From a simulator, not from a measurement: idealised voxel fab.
voxel self aligned vias: a process module
For reference, the cross-section in this document is cut, with width 180 nm and square cells of 5 nm.
Notation: cross-section as square-cell grid; stated in bands, top first, going down; one or more cell rows per band. First you get the band's top height and its bottom height, in nm, and then the materials it's made of, left to right, with each width in nm. If you see a single material with "edge to edge", that one covers the band edge to edge. "empty" is empty space. Where do heights start? At 0: under that level the wafer as delivered is made of one material only. And the lowest band has no floor; it just carries on downward, as in "0..down". When a width is written as two numbers, as in "30..40", the first number is the width in the top row of cells of the band and the second is the width in its bottom row, and the width changes by the same amount from each row to the next. "nothing got changed" (step): cross-section cells unchanged, all of them. Empty spaces without an open route to the top, at least 8 cells in extent, make up the entry "Non-vented voids"; each is given as width x height at distance, where the distance is measured from the left edge, and all are in nm. Whatever follows a step's settings on its line is a remark the simulator itself makes about that step. If you see "overlay nm" on a step's line and that step has a mask, it's telling you how far right of where it was planned the mask ended up; a negative number means it went left instead.
Planned process steps:
1. op RECEIVE | material Si
2. op CONFORMAL_DEP | material SiO2 | thk nm 10
3. op CONFORMAL_DEP | material SiCN | thk nm 5
4. op DIRECTIONAL_DEP | material lowk | thk nm 25
5. op DIRECTIONAL_DEP | material aC | thk nm 15
6. op PATTERN | tone open | mask id LINES | material resist | width nm 30 | pitch nm 55 | thk nm 30 | overlay nm 0
7. op DIRECTIONAL_ETCH | etch materials aC | depth nm 15
8. op STRIP | etch materials resist
9. op DIRECTIONAL_ETCH | etch materials lowk | depth nm 25
10. op STRIP | etch materials aC
11. op CONFORMAL_DEP | material TiN | thk nm 5
12. op FILL_DEP | material Ru | thk nm 5
13. op CMP | height nm 40
14. op SELECTIVE_ETCH | etch materials W Ru TiN | depth nm 10
15. op FILL_DEP | material SiN | thk nm 5
16. op CMP | height nm 40
17. op DIRECTIONAL_DEP | material lowk | thk nm 20
18. op DIRECTIONAL_DEP | material aC | thk nm 10
19. op PATTERN | tone open | mask id VIAS | material resist | width nm 40 | pitch nm 55 | thk nm 30 | overlay nm 0
20. op DIRECTIONAL_ETCH | etch materials aC | depth nm 10
21. op STRIP | etch materials resist
22. op DIRECTIONAL_ETCH | etch materials lowk | depth nm 20
23. op DIRECTIONAL_ETCH | etch materials SiN | depth nm 10
24. op STRIP | etch materials aC
25. op CONFORMAL_DEP | material TiN | thk nm 5
26. op FILL_DEP | material Cu | thk nm 5
27. op CMP | height nm 60
28. op CONFORMAL_DEP | material SiCN | thk nm 5
First wafer of two (run as planned):
So this is the incoming wafer in cross-section - it's already been through step 1:
> 0..down: Si edge to edge
> Non-vented voids: none
State of the wafer after step 2, shown in cross-section:
> 10..0: SiO2 edge to edge
> Beneath the level 0, the cross-section is identical to its previous state.
State of the wafer after step 3, shown in cross-section:
> 15..10: SiCN edge to edge
> Beneath the level 10, the cross-section is identical to its previous state.
State of the wafer after step 4, shown in cross-section:
> 40..15: lowk edge to edge
> Beneath the level 15, the cross-section is identical to its previous state.
State of the wafer after step 5, shown in cross-section:
> 55..40: aC edge to edge
> Beneath the level 40, the cross-section is identical to its previous state.
State of the wafer after step 6, shown in cross-section:
> 85..55: resist=45  empty=30  resist=25  empty=30  resist=50
> Beneath the level 55, the cross-section is identical to its previous state.
State of the wafer after step 7, shown in cross-section:
> 70..55: resist=45  empty=30  resist=25  empty=30  resist=50
> 55..40: aC=45  empty=30  aC=25  empty=30  aC=50
> Beneath the level 40, the cross-section is identical to its previous state.
State of the wafer after step 8, shown in cross-section:
> 55..40: aC=45  empty=30  aC=25  empty=30  aC=50
> Beneath the level 40, the cross-section is identical to its previous state.
State of the wafer after step 9, shown in cross-section:
> 55..40: aC=45  empty=30  aC=25  empty=30  aC=50
> 40..15: lowk=45  empty=30  lowk=25  empty=30  lowk=50
> Beneath the level 15, the cross-section is identical to its previous state.
State of the wafer after step 10, shown in cross-section:
> 40..15: lowk=45  empty=30  lowk=25  empty=30  lowk=50
> Beneath the level 15, the cross-section is identical to its previous state.
State of the wafer after step 11, shown in cross-section:
> 45..40: TiN=50  empty=20  TiN=35  empty=20  TiN=55
> 40..20: lowk=45  TiN=5  empty=20  TiN=5  lowk=25  TiN=5  empty=20  TiN=5  lowk=50
> 20..15: lowk=45  TiN=30  lowk=25  TiN=30  lowk=50
> Beneath the level 15, the cross-section is identical to its previous state.
State of the wafer after step 12, shown in cross-section:
> 50..45: Ru edge to edge
> 45..40: TiN=50  Ru=20  TiN=35  Ru=20  TiN=55
> 40..20: lowk=45  TiN=5  Ru=20  TiN=5  lowk=25  TiN=5  Ru=20  TiN=5  lowk=50
> Beneath the level 20, the cross-section is identical to its previous state.
State of the wafer after step 13, shown in cross-section:
> 40..20: lowk=45  TiN=5  Ru=20  TiN=5  lowk=25  TiN=5  Ru=20  TiN=5  lowk=50
> Beneath the level 20, the cross-section is identical to its previous state.
State of the wafer after step 14, shown in cross-section:
> 40..30: lowk=45  empty=30  lowk=25  empty=30  lowk=50
> Beneath the level 30, the cross-section is identical to its previous state.
State of the wafer after step 15, shown in cross-section:
> 45..40: SiN edge to edge
> 40..30: lowk=45  SiN=30  lowk=25  SiN=30  lowk=50
> Beneath the level 30, the cross-section is identical to its previous state.
State of the wafer after step 16, shown in cross-section:
> 40..30: lowk=45  SiN=30  lowk=25  SiN=30  lowk=50
> Beneath the level 30, the cross-section is identical to its previous state.
State of the wafer after step 17, shown in cross-section:
> 60..40: lowk edge to edge
> Beneath the level 40, the cross-section is identical to its previous state.
State of the wafer after step 18, shown in cross-section:
> 70..60: aC edge to edge
> Beneath the level 60, the cross-section is identical to its previous state.
State of the wafer after step 19, shown in cross-section:
> 100..70: resist=40  empty=40  resist=15  empty=40  resist=45
> Beneath the level 70, the cross-section is identical to its previous state.
State of the wafer after step 20, shown in cross-section:
> 90..70: resist=40  empty=40  resist=15  empty=40  resist=45
> 70..60: aC=40  empty=40  aC=15  empty=40  aC=45
> Beneath the level 60, the cross-section is identical to its previous state.
State of the wafer after step 21, shown in cross-section:
> 70..60: aC=40  empty=40  aC=15  empty=40  aC=45
> Beneath the level 60, the cross-section is identical to its previous state.
State of the wafer after step 22, shown in cross-section:
> 70..60: aC=40  empty=40  aC=15  empty=40  aC=45
> 60..40: lowk=40  empty=40  lowk=15  empty=40  lowk=45
> Beneath the level 40, the cross-section is identical to its previous state.
State of the wafer after step 23, shown in cross-section:
> 70..60: aC=40  empty=40  aC=15  empty=40  aC=45
> 60..40: lowk=40  empty=40  lowk=15  empty=40  lowk=45
> 40..30: lowk=45  empty=30  lowk=25  empty=30  lowk=50
> Beneath the level 30, the cross-section is identical to its previous state.
State of the wafer after step 24, shown in cross-section:
> 60..40: lowk=40  empty=40  lowk=15  empty=40  lowk=45
> Beneath the level 40, the cross-section is identical to its previous state.
State of the wafer after step 25, shown in cross-section:
> 65..60: TiN=45  empty=30  TiN=25  empty=30  TiN=50
> 60..45: lowk=40  TiN=5  empty=30  TiN=5  lowk=15  TiN=5  empty=30  TiN=5  lowk=45
> 45..35: lowk=40..45  TiN=10..5  empty=20  TiN=10..5  lowk=15..25  TiN=10..5  empty=20  TiN=10..5  lowk=45..50
> 35..30: lowk=45  TiN=30  lowk=25  TiN=30  lowk=50
> Beneath the level 30, the cross-section is identical to its previous state.
State of the wafer after step 26, shown in cross-section:
> 70..65: Cu edge to edge
> 65..60: TiN=45  Cu=30  TiN=25  Cu=30  TiN=50
> 60..45: lowk=40  TiN=5  Cu=30  TiN=5  lowk=15  TiN=5  Cu=30  TiN=5  lowk=45
> 45..35: lowk=40..45  TiN=10..5  Cu=20  TiN=10..5  lowk=15..25  TiN=10..5  Cu=20  TiN=10..5  lowk=45..50
> Beneath the level 35, the cross-section is identical to its previous state.
State of the wafer after step 27, shown in cross-section:
> 60..45: lowk=40  TiN=5  Cu=30  TiN=5  lowk=15  TiN=5  Cu=30  TiN=5  lowk=45
> Beneath the level 45, the cross-section is identical to its previous state.
State of the wafer after step 28, shown in cross-section:
> 65..60: SiCN edge to edge
> Beneath the level 60, the cross-section is identical to its previous state.
Wafer two of two - same starting point, same process plan, one mistake in execution; matches wafer one up to and including step 5:
Second wafer shown in cross-section at the time step 6 was slated to end:
> 85..55: resist=50  empty=25  resist=30  empty=25  resist=50
> Beneath the level 55, the cross-section is identical to its previous state.
Second wafer shown in cross-section at the time step 7 was slated to end:
> 70..55: resist=50  empty=25  resist=30  empty=25  resist=50
> 55..40: aC=50  empty=25  aC=30  empty=25  aC=50
> Beneath the level 40, the cross-section is identical to its previous state.
Second wafer shown in cross-section at the time step 8 was slated to end:
> 55..40: aC=50  empty=25  aC=30  empty=25  aC=50
> Beneath the level 40, the cross-section is identical to its previous state.
Second wafer shown in cross-section at the time step 9 was slated to end:
> 55..40: aC=50  empty=25  aC=30  empty=25  aC=50
> 40..15: lowk=50  empty=25  lowk=30  empty=25  lowk=50
> Beneath the level 15, the cross-section is identical to its previous state.
Second wafer shown in cross-section at the time step 10 was slated to end:
> 40..15: lowk=50  empty=25  lowk=30  empty=25  lowk=50
> Beneath the level 15, the cross-section is identical to its previous state.
Second wafer shown in cross-section at the time step 11 was slated to end:
> 45..40: TiN=55  empty=15  TiN=40  empty=15  TiN=55
> 40..20: lowk=50  TiN=5  empty=15  TiN=5  lowk=30  TiN=5  empty=15  TiN=5  lowk=50
> 20..15: lowk=50  TiN=25  lowk=30  TiN=25  lowk=50
> Beneath the level 15, the cross-section is identical to its previous state.
Second wafer shown in cross-section at the time step 12 was slated to end:
> 50..45: Ru edge to edge
> 45..40: TiN=55  Ru=15  TiN=40  Ru=15  TiN=55
> 40..20: lowk=50  TiN=5  Ru=15  TiN=5  lowk=30  TiN=5  Ru=15  TiN=5  lowk=50
> Beneath the level 20, the cross-section is identical to its previous state.
Second wafer shown in cross-section at the time step 13 was slated to end:
> 40..20: lowk=50  TiN=5  Ru=15  TiN=5  lowk=30  TiN=5  Ru=15  TiN=5  lowk=50
> Beneath the level 20, the cross-section is identical to its previous state.
Second wafer shown in cross-section at the time step 14 was slated to end:
> 40..30: lowk=50  empty=25  lowk=30  empty=25  lowk=50
> Beneath the level 30, the cross-section is identical to its previous state.
Second wafer shown in cross-section at the time step 15 was slated to end:
> 45..40: SiN edge to edge
> 40..30: lowk=50  SiN=25  lowk=30  SiN=25  lowk=50
> Beneath the level 30, the cross-section is identical to its previous state.
Second wafer shown in cross-section at the time step 16 was slated to end:
> 40..30: lowk=50  SiN=25  lowk=30  SiN=25  lowk=50
> Beneath the level 30, the cross-section is identical to its previous state.
Second wafer shown in cross-section at the time step 17 was slated to end:
> 60..40: lowk edge to edge
> Beneath the level 40, the cross-section is identical to its previous state.
Second wafer shown in cross-section at the time step 18 was slated to end:
> 70..60: aC edge to edge
> Beneath the level 60, the cross-section is identical to its previous state.
Second wafer shown in cross-section at the time step 19 was slated to end:
> 100..70: resist=40  empty=40  resist=15  empty=40  resist=45
> Beneath the level 70, the cross-section is identical to its previous state.
Second wafer shown in cross-section at the time step 20 was slated to end:
> 90..70: resist=40  empty=40  resist=15  empty=40  resist=45
> 70..60: aC=40  empty=40  aC=15  empty=40  aC=45
> Beneath the level 60, the cross-section is identical to its previous state.
Second wafer shown in cross-section at the time step 21 was slated to end:
> 70..60: aC=40  empty=40  aC=15  empty=40  aC=45
> Beneath the level 60, the cross-section is identical to its previous state.
Second wafer shown in cross-section at the time step 22 was slated to end:
> 70..60: aC=40  empty=40  aC=15  empty=40  aC=45
> 60..40: lowk=40  empty=40  lowk=15  empty=40  lowk=45
> Beneath the level 40, the cross-section is identical to its previous state.
Second wafer shown in cross-section at the time step 23 was slated to end:
> 70..60: aC=40  empty=40  aC=15  empty=40  aC=45
> 60..40: lowk=40  empty=40  lowk=15  empty=40  lowk=45
> 40..30: lowk=50  empty=25  lowk=30  empty=25  lowk=50
> Beneath the level 30, the cross-section is identical to its previous state.
Second wafer shown in cross-section at the time step 24 was slated to end:
> 60..40: lowk=40  empty=40  lowk=15  empty=40  lowk=45
> Beneath the level 40, the cross-section is identical to its previous state.
Second wafer shown in cross-section at the time step 25 was slated to end:
> 65..60: TiN=45  empty=30  TiN=25  empty=30  TiN=50
> 60..45: lowk=40  TiN=5  empty=30  TiN=5  lowk=15  TiN=5  empty=30  TiN=5  lowk=45
> 45..35: lowk=40..50  TiN=15..5  empty=15  TiN=10..5  lowk=15..30  TiN=15..5  empty=15  TiN=10..5  lowk=45..50
> 35..30: lowk=50  TiN=25  lowk=30  TiN=25  lowk=50
> Beneath the level 30, the cross-section is identical to its previous state.
Second wafer shown in cross-section at the time step 26 was slated to end:
> 70..65: Cu edge to edge
> 65..60: TiN=45  Cu=30  TiN=25  Cu=30  TiN=50
> 60..45: lowk=40  TiN=5  Cu=30  TiN=5  lowk=15  TiN=5  Cu=30  TiN=5  lowk=45
> 45..35: lowk=40..50  TiN=15..5  Cu=15  TiN=10..5  lowk=15..30  TiN=15..5  Cu=15  TiN=10..5  lowk=45..50
> Beneath the level 35, the cross-section is identical to its previous state.
Second wafer shown in cross-section at the time step 27 was slated to end:
> 60..45: lowk=40  TiN=5  Cu=30  TiN=5  lowk=15  TiN=5  Cu=30  TiN=5  lowk=45
> Beneath the level 45, the cross-section is identical to its previous state.
Second wafer shown in cross-section at the time step 28 was slated to end:
> 65..60: SiCN edge to edge
> Beneath the level 60, the cross-section is identical to its previous state.
Against the plan, the run slipped here: step 6 was run on a setting that differed from the plan, and what really ran there is op PATTERN | tone open | mask id LINES | material resist | width nm 25 | pitch nm 55 | thk nm 30 | overlay nm 0
Cell-count delta at end, second wafer over first, by material: Cu: 4 fewer | Ru: 4 fewer | TiN: 2 fewer | lowk: 10 more
